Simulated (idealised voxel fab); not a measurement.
process module | voxel transistor to metal
cross-section cut | 275 nm wide | cells 5 nm
A cross-section is a grid of square cells, given in bands from the top down. A band is one or more rows of cells.
Each band's line starts with the height of the band's top and of its bottom, in nm. Then come its materials from left to right, each with its width in nm. One material with "throughout" fills the band from edge to edge. "air" is empty space.
Height 0 is the level under which the wafer as received is all one material. The lowest band goes on downwards, as in "0 down".
A width such as "30 to 40" changes by the same amount from each row of cells to the next, from the band's top row to its bottom row.
"no change" after a step means that no cell of the cross-section changed.
closed voids: empty space of 8 cells or more with no open way to the top, each as width x height at its distance from the left edge, in nm
after a step's settings: what the simulator itself notes on the step
overlay nm, on a step with a mask: how far to the right of its planned place the mask lay; to the left if negative
plan
1 op RECEIVE | material Si
2 op CONFORMAL_DEP | material SiO2 | thk nm 5
3 op CONFORMAL_DEP | material SiN | thk nm 15
4 op MASKED_ETCH | tone cover | mask id ACTIVE | width nm 105 | pitch nm 130 | etch materials SiN | depth nm 15 | overlay nm 0
5 op MASKED_ETCH | tone cover | mask id ACTIVE | width nm 105 | pitch nm 130 | etch materials SiO2 | depth nm 5 | overlay nm 0
6 op MASKED_ETCH | tone cover | mask id ACTIVE | width nm 105 | pitch nm 130 | etch materials Si | depth nm 25 | overlay nm 0
7 op FILL_DEP | material SiO2 | thk nm 5
8 op CMP | height nm 20
9 op SELECTIVE_ETCH | etch materials SiO2 | depth nm 10
10 op STRIP | etch materials SiN
11 op SELECTIVE_ETCH | etch materials SiO2 | depth nm 5
12 op OXIDIZE | depth nm 5
13 op DIRECTIONAL_DEP | material polySi | thk nm 25
14 op DIRECTIONAL_DEP | material SiCN | thk nm 10
15 op PATTERN | tone cover | mask id GATE | material resist | width nm 15 | pitch nm 130 | thk nm 20 | overlay nm 0
16 op DIRECTIONAL_ETCH | etch materials SiCN | depth nm 20
17 op DIRECTIONAL_ETCH | etch materials polySi | depth nm 35
18 op STRIP | etch materials resist
19 op CONFORMAL_DEP | material SiN | thk nm 5
20 op DIRECTIONAL_ETCH | etch materials SiN | depth nm 5
21 op DIRECTIONAL_ETCH | etch materials SiO2 | depth nm 5
22 op DIRECTIONAL_ETCH | etch materials Si | depth nm 5
23 op EPI | material nSi | thk nm 10
24 op FILL_DEP | material SiO2 | thk nm 10
25 op CMP | height nm 25
26 op STRIP | etch materials polySi
27 op SELECTIVE_ETCH | etch materials SiO2 | depth nm 5
28 op CONFORMAL_DEP | material HfO2 | thk nm 5
29 op CONFORMAL_DEP | material TiN | thk nm 5
30 op FILL_DEP | material W | thk nm 5
31 op CMP | height nm 20
32 op DIRECTIONAL_DEP | material SiO2 | thk nm 10
33 op PATTERN | tone open | mask id CONTACT | material resist | width nm 15 | thk nm 15 | overlay nm 0
34 op DIRECTIONAL_ETCH | etch materials SiO2 | depth nm 30
35 op STRIP | etch materials resist
36 op CONFORMAL_DEP | material TiN | thk nm 5
37 op FILL_DEP | material W | thk nm 5
38 op CMP | height nm 30
39 op CONFORMAL_DEP | material SiCN | thk nm 5
40 op DIRECTIONAL_DEP | material SiO2 | thk nm 15
41 op DIRECTIONAL_DEP | material aC | thk nm 15
42 op PATTERN | tone open | mask id METAL_1 | material resist | width nm 15 | thk nm 35 | overlay nm 0
43 op DIRECTIONAL_ETCH | etch materials aC | depth nm 15
44 op STRIP | etch materials resist
45 op DIRECTIONAL_ETCH | etch materials SiO2 | depth nm 15
46 op DIRECTIONAL_ETCH | etch materials SiCN | depth nm 5
47 op STRIP | etch materials aC
48 op CONFORMAL_DEP | material TiN | thk nm 5
49 op FILL_DEP | material W | thk nm 5
50 op CMP | height nm 50
51 op EPI | material Ru | thk nm 5
52 op FILL_DEP | material SiCN | thk nm 5
varied across the wafers: width nm of step 15. The plan shows the first wafer's value. All wafers start alike
first wafer as received, after step 1
  0 down: Si throughout
  closed voids: none
first wafer at the end, after step 52
  60 to 55: SiCN throughout
  55 to 50: SiCN 25 | Ru 25 | SiCN 45 | Ru 25 | SiCN 35 | Ru 25 | SiCN 45 | Ru 25 | SiCN 25
  50 to 35: SiO2 30 | TiN 5 | W 5 | TiN 5 | SiO2 55 | TiN 5 | W 5 | TiN 5 | SiO2 45 | TiN 5 | W 5 | TiN 5 | SiO2 55 | TiN 5 | W 5 | TiN 5 | SiO2 30
  35 to 30: SiCN 30 | TiN 15 | SiCN 55 | TiN 15 | SiCN 45 | TiN 15 | SiCN 55 | TiN 15 | SiCN 30
  30 to 20: SiO2 30 | TiN 5 | W 5 | TiN 5 | SiO2 55 | TiN 5 | W 5 | TiN 5 | SiO2 45 | TiN 5 | W 5 | TiN 5 | SiO2 55 | TiN 5 | W 5 | TiN 5 | SiO2 30
  20 to 5: SiO2 30 | TiN 5 | W 5 | TiN 5 | SiO2 15 | SiN 5 | HfO2 5 | TiN 5 | HfO2 5 | SiN 5 | SiO2 15 | TiN 5 | W 5 | TiN 5 | SiO2 45 | TiN 5 | W 5 | TiN 5 | SiO2 15 | SiN 5 | HfO2 5 | TiN 5 | HfO2 5 | SiN 5 | SiO2 15 | TiN 5 | W 5 | TiN 5 | SiO2 30
  5 to 0: SiO2 15 | SiN 5 | SiO2 10 | TiN 15 | SiO2 5 | nSi 10 | SiN 5 | HfO2 5 | TiN 5 | HfO2 5 | SiN 5 | nSi 10 | SiO2 5 | TiN 15 | SiO2 10 | SiN 5 | SiO2 15 | SiN 5 | SiO2 10 | TiN 15 | SiO2 5 | nSi 10 | SiN 5 | HfO2 5 | TiN 5 | HfO2 5 | SiN 5 | nSi 10 | SiO2 5 | TiN 15 | SiO2 10 | SiN 5 | SiO2 15
  0 to -5: SiO2 20 | nSi 40 | HfO2 25 | nSi 40 | SiO2 25 | nSi 40 | HfO2 25 | nSi 40 | SiO2 20
  -5 to -10: SiO2 20 | nSi 40 | Si 25 | nSi 40 | SiO2 25 | nSi 40 | Si 25 | nSi 40 | SiO2 20
  -10 to -25: SiO2 20 | Si 105 | SiO2 25 | Si 105 | SiO2 20
  -25 down: Si throughout
  closed voids: none
last wafer at the end
  60 to 55: SiCN throughout
  55 to 50: SiCN 25 | Ru 25 | SiCN 45 | Ru 25 | SiCN 35 | Ru 25 | SiCN 45 | Ru 25 | SiCN 25
  50 to 35: SiO2 30 | TiN 5 | W 5 | TiN 5 | SiO2 55 | TiN 5 | W 5 | TiN 5 | SiO2 45 | TiN 5 | W 5 | TiN 5 | SiO2 55 | TiN 5 | W 5 | TiN 5 | SiO2 30
  35 to 30: SiCN 30 | TiN 15 | SiCN 55 | TiN 15 | SiCN 45 | TiN 15 | SiCN 55 | TiN 15 | SiCN 30
  30 to 20: SiO2 30 | TiN 5 | W 5 | TiN 5 | SiO2 55 | TiN 5 | W 5 | TiN 5 | SiO2 45 | TiN 5 | W 5 | TiN 5 | SiO2 55 | TiN 5 | W 5 | TiN 5 | SiO2 30
  20 to 10: SiO2 30 | TiN 5 | W 5 | TiN 5 | SiO2 5 | SiN 5 | HfO2 5 | TiN 5 | W 20 | TiN 5 | HfO2 5 | SiN 5 | TiN 5 | W 5 | TiN 5 | SiO2 45 | TiN 5 | W 5 | TiN 5 | SiO2 5 | SiN 5 | HfO2 5 | TiN 5 | W 20 | TiN 5 | HfO2 5 | SiN 5 | TiN 5 | W 5 | TiN 5 | SiO2 30
  10 to 5: SiO2 30 | TiN 15 | SiO2 5 | SiN 5 | HfO2 5 | TiN 5 | W 20 | TiN 5 | HfO2 5 | SiN 5 | TiN 15 | SiO2 45 | TiN 15 | SiO2 5 | SiN 5 | HfO2 5 | TiN 5 | W 20 | TiN 5 | HfO2 5 | SiN 5 | TiN 15 | SiO2 30
  5 to 0: SiO2 15 | SiN 5 | SiO2 10 | TiN 10 | nSi 10 | SiN 5 | HfO2 5 | TiN 30 | HfO2 5 | SiN 5 | nSi 10 | TiN 5 | SiO2 10 | SiN 5 | SiO2 15 | SiN 5 | SiO2 10 | TiN 10 | nSi 10 | SiN 5 | HfO2 5 | TiN 30 | HfO2 5 | SiN 5 | nSi 10 | TiN 5 | SiO2 10 | SiN 5 | SiO2 15
  0 to -5: SiO2 20 | nSi 30 | HfO2 50 | nSi 25 | SiO2 25 | nSi 30 | HfO2 50 | nSi 25 | SiO2 20
  -5 to -10: SiO2 20 | nSi 30 | Si 50 | nSi 25 | SiO2 25 | nSi 30 | Si 50 | nSi 25 | SiO2 20
  -10 to -25: SiO2 20 | Si 105 | SiO2 25 | Si 105 | SiO2 20
  -25 down: Si throughout
  closed voids: none
each wafer at the end: cells of each material gained (+) or lost (-) since it was received, then its closed voids
width nm 15 | +26 HfO2 | +20 Ru | -139 Si | +133 SiCN | +20 SiN | +400 SiO2 | +96 TiN | +32 W | +72 nSi | closed voids: none
width nm 20 | +28 HfO2 | +20 Ru | -137 Si | +133 SiCN | +20 SiN | +392 SiO2 | +104 TiN | +32 W | +68 nSi | closed voids: none
width nm 25 | +30 HfO2 | +20 Ru | -135 Si | +133 SiCN | +20 SiN | +384 SiO2 | +106 TiN | +38 W | +64 nSi | closed voids: none
width nm 30 | +32 HfO2 | +20 Ru | -133 Si | +133 SiCN | +20 SiN | +378 SiO2 | +108 TiN | +42 W | +60 nSi | closed voids: none
width nm 35 | +34 HfO2 | +20 Ru | -131 Si | +133 SiCN | +20 SiN | +372 SiO2 | +110 TiN | +46 W | +56 nSi | closed voids: none
width nm 40 | +36 HfO2 | +20 Ru | -129 Si | +133 SiCN | +20 SiN | +366 SiO2 | +110 TiN | +52 W | +52 nSi | closed voids: none
